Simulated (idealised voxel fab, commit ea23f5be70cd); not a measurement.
The process module that follows is named voxel released beams.
In the cross-section labelled cut, the width is 140 nm and each square cell is 5 nm.
Cross-section spec: square-cell grid; bands listed top down; each band is one or more rows. Top, bottom (nm), then materials left to right with widths (nm); lone material tagged "throughout" fills the whole band edge to edge; "air" = empty space. Note: height 0 marks the level under which the wafer is uniformly one material as received. Lowest band unbounded below, written "0 and below". Note: "30 to 40" means the width goes from the first number (top row of the band) to the second number (bottom row) in equal steps per row of cells. "no change occurred" -> step changed no cross-section cell. The label "Sealed internal cavities" introduces a list of the empty spaces, 8 cells or larger, that have no open way up to the top; each entry in it reads width x height at distance, where the distance is taken from the left edge and all three are stated in nm. If you see something after the settings on a step's line, that's the simulator's own remark about that step. On any step carrying a mask, the "overlay nm" setting, if present on the step's line, tells how far right of its planned place the mask lay; negative values point to the left.

## The planned process steps are enumerated hereunder
1,RECEIVE with material Si
2,CONFORMAL_DEP with material Al2O3, thk nm 10
3,DIRECTIONAL_DEP with material SiO2, thk nm 20
4,DIRECTIONAL_DEP with material aC, thk nm 10
5,PATTERN with tone open, mask id ANCHOR, material resist, width nm 35, thk nm 25, overlay nm 0
6,DIRECTIONAL_ETCH with etch materials aC, depth nm 10
7,STRIP with etch materials resist
8,DIRECTIONAL_ETCH with etch materials SiO2, depth nm 20
9,STRIP with etch materials aC
10,CONFORMAL_DEP with material W, thk nm 15
11,MASKED_ETCH with tone cover, mask id BEAM, width nm 105, etch materials W, depth nm 15, overlay nm 0
12,STRIP with etch materials SiO2

## Cross-section: wafer on arrival = after step 1
0 and below = Si throughout
Sealed internal cavities: none

## Starting structure and process plan are as shown above, but one mistake was made in running the module; the wafer cross-section at the end of the module follows
35 down to 20 = air 15, then W 20, then air 5, then W 80, then air 20
20 down to 15 = air 20, then W 15, then air 5, then W 15, then air 85
15 down to 0 = air 20, then W 35, then air 85
0 and below = Si throughout
Sealed internal cavities: none
What broke from the plan during processing? plan step 2 was not performed, having been skipped
